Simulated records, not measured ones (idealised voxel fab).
process module | voxel plated lines
cross-section cut | 220 nm wide | cells 5 nm
A cross-section is a grid of square cells, given in bands from the top down. A band is one or more rows of cells.
Each band's line starts with the height of the band's top and of its bottom, in nm. Then come its materials from left to right, each with its width in nm. One material with "throughout" fills the band from edge to edge. "air" is empty space.
Height 0 is the level under which the wafer as received is all one material. The lowest band goes on downwards, as in "0 down".
A width such as "30 to 40" changes by the same amount from each row of cells to the next, from the band's top row to its bottom row.
"no change" after a step means that no cell of the cross-section changed.
closed voids: empty space of 8 cells or more with no open way to the top, each as width x height at its distance from the left edge, in nm
after a step's settings: what the simulator itself notes on the step
overlay nm, on a step with a mask: how far to the right of its planned place the mask lay; to the left if negative
plan
1 op RECEIVE | material Si
2 op CONFORMAL_DEP | material Al2O3 | thk nm 15
3 op DIRECTIONAL_DEP | material TiN | thk nm 5
4 op PATTERN | tone open | mask id LINES | material resist | width nm 15 | pitch nm 30 | thk nm 40 | overlay nm 0
5 op EPI | material Ru | thk nm 5
6 op EPI | material Ru | thk nm 10
7 op EPI | material Ru | thk nm 5
8 op STRIP | etch materials resist
9 op DIRECTIONAL_ETCH | etch materials TiN | depth nm 5
10 op CONFORMAL_DEP | material SiCN | thk nm 5
as received, after step 1
  0 down: Si throughout
  closed voids: none
a wafer at the end: this start, this plan, one mistake
  45 to 40: air 60 | SiCN 95 | air 65
  40 to 30: air 60 | SiCN 5 | Ru 25 | SiCN 5 | Ru 25 | SiCN 5 | Ru 25 | SiCN 5 | air 65
  30 to 25: SiCN 65 | Ru 25 | SiCN 5 | Ru 25 | SiCN 5 | Ru 25 | SiCN 70
  25 to 20: Ru throughout
  20 to 15: TiN throughout
  15 to 0: Al2O3 throughout
  0 down: Si throughout
  closed voids: none
what went wrong: steps 7 and 8 were swapped
